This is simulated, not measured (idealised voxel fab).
Title: Process Module voxel spacer lines
The cross-section on display is named cut; it measures 280 nm wide, and its cells are 5 nm squares.
Each cross-section below is a grid of square cells, stated as bands in top-down order, with one or more rows of cells making up each band.
Band entry format. Leading values: height of top, height of bottom, nm. Remainder: materials in left-to-right order, each with its width in nm. Special words: "full width" on a single material, which then fills the band edge to edge; "empty", empty space.
Heights from 0 (as-received wafer is one material below). Bottom band endless downward, as "0 nm and below".
A width given as "30..40" starts at the first number in the band's top row and ends at the second number in its bottom row, shifting by an equal amount at every step from row to row.
"remained unchanged", as given for a step, is the statement that not any cell of the cross-section underwent a change during that step.
Voids not open to the top, 8 cells minimum: see "Closed void inventory". Written width x height at distance; distance is from the left edge; nm.
On a step's line, text after the settings is the simulator commenting on that step.
overlay nm: step with mask; distance mask lay right of planned place; negative value = left of planned place.
The process steps that were planned are listed below
1. RECEIVE,material Si
2. CONFORMAL_DEP,material Al2O3,thk nm 5
3. DIRECTIONAL_DEP,material SiN,thk nm 20
4. DIRECTIONAL_DEP,material polySi,thk nm 25
5. PATTERN,tone cover,mask id MANDREL,material resist,width nm 20,pitch nm 60,thk nm 30,overlay nm 0
6. DIRECTIONAL_ETCH,etch materials polySi,depth nm 25
7. STRIP,etch materials resist
8. CONFORMAL_DEP,material SiO2,thk nm 10
9. DIRECTIONAL_ETCH,etch materials SiO2,depth nm 10
10. STRIP,etch materials polySi
11. DIRECTIONAL_ETCH,etch materials SiN,depth nm 20
12. STRIP,etch materials SiO2
Delivered wafer in cross-section: state after step 1
* 0 nm and below | Si full width
* Closed void inventory: none
Post-module cross-section of the first of two wafers (run per plan)
* 25 nm to 5 nm | 60 of empty, then 10 of SiN, then 20 of empty, then 10 of SiN, then 20 of empty, then 10 of SiN, then 20 of empty, then 10 of SiN, then 20 of empty, then 10 of SiN, then 20 of empty, then 10 of SiN, then 60 of empty
* 5 nm to 0 nm | Al2O3 full width
* 0 nm and below | Si full width
* Closed void inventory: none
Same start, same plan as the first wafer - but one mistake in the run. Cross-section of the second of the two at the end of the module
* 25 nm to 5 nm | 60 of empty, then 40 of SiN, then 20 of empty, then 40 of SiN, then 20 of empty, then 40 of SiN, then 60 of empty
* 5 nm to 0 nm | Al2O3 full width
* 0 nm and below | Si full width
* Closed void inventory: none
Which mistake was made when the wafer was run? contrary to the plan, steps 10 and 11 were processed in exchanged order
Wrapping up, a cell-based count of both wafers puts the second over or under the first for these materials: SiN: 48 more
